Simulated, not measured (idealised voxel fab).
process module | voxel quadruple lines
cross-section cut | 300 nm wide | cells 5 nm
A cross-section is a grid of square cells, given in bands from the top down. A band is one or more rows of cells.
Each band's line starts with the height of the band's top and of its bottom, in nm. Then come its materials from left to right, each with its width in nm. One material with "throughout" fills the band from edge to edge. "air" is empty space.
Height 0 is the level under which the wafer as received is all one material. The lowest band goes on downwards, as in "0 down".
A width such as "30 to 40" changes by the same amount from each row of cells to the next, from the band's top row to its bottom row.
"no change" after a step means that no cell of the cross-section changed.
closed voids: empty space of 8 cells or more with no open way to the top, each as width x height at its distance from the left edge, in nm
after a step's settings: what the simulator itself notes on the step
overlay nm, on a step with a mask: how far to the right of its planned place the mask lay; to the left if negative
plan
1 op RECEIVE | material Si
2 op CONFORMAL_DEP | material Al2O3 | thk nm 5
3 op DIRECTIONAL_DEP | material W | thk nm 10
4 op DIRECTIONAL_DEP | material polySi | thk nm 15
5 op DIRECTIONAL_DEP | material aC | thk nm 25
6 op PATTERN | tone cover | mask id MANDREL | material resist | width nm 25 | thk nm 35 | overlay nm 0
7 op DIRECTIONAL_ETCH | etch materials aC | depth nm 25
8 op STRIP | etch materials resist
9 op CONFORMAL_DEP | material SiO2 | thk nm 15
10 op DIRECTIONAL_ETCH | etch materials SiO2 | depth nm 15
11 op STRIP | etch materials aC
12 op DIRECTIONAL_ETCH | etch materials polySi | depth nm 15
13 op STRIP | etch materials SiO2
14 op CONFORMAL_DEP | material SiN | thk nm 10
15 op DIRECTIONAL_ETCH | etch materials SiN | depth nm 10
16 op STRIP | etch materials polySi
17 op DIRECTIONAL_ETCH | etch materials W | depth nm 10
18 op STRIP | etch materials SiN
varied across the wafers: width nm of step 6. The plan shows the first wafer's value. All wafers start alike
first wafer as received, after step 1
  0 down: Si throughout
  closed voids: none
each wafer at the end: cells of each material gained (+) or lost (-) since it was received, then its closed voids
width nm 25 | +60 Al2O3 | +16 W | closed voids: none
width nm 30 | +60 Al2O3 | +16 W | closed voids: none
width nm 35 | +60 Al2O3 | +16 W | closed voids: none
width nm 40 | +60 Al2O3 | +16 W | closed voids: none
width nm 45 | +60 Al2O3 | +16 W | closed voids: none
width nm 50 | +60 Al2O3 | +16 W | closed voids: none
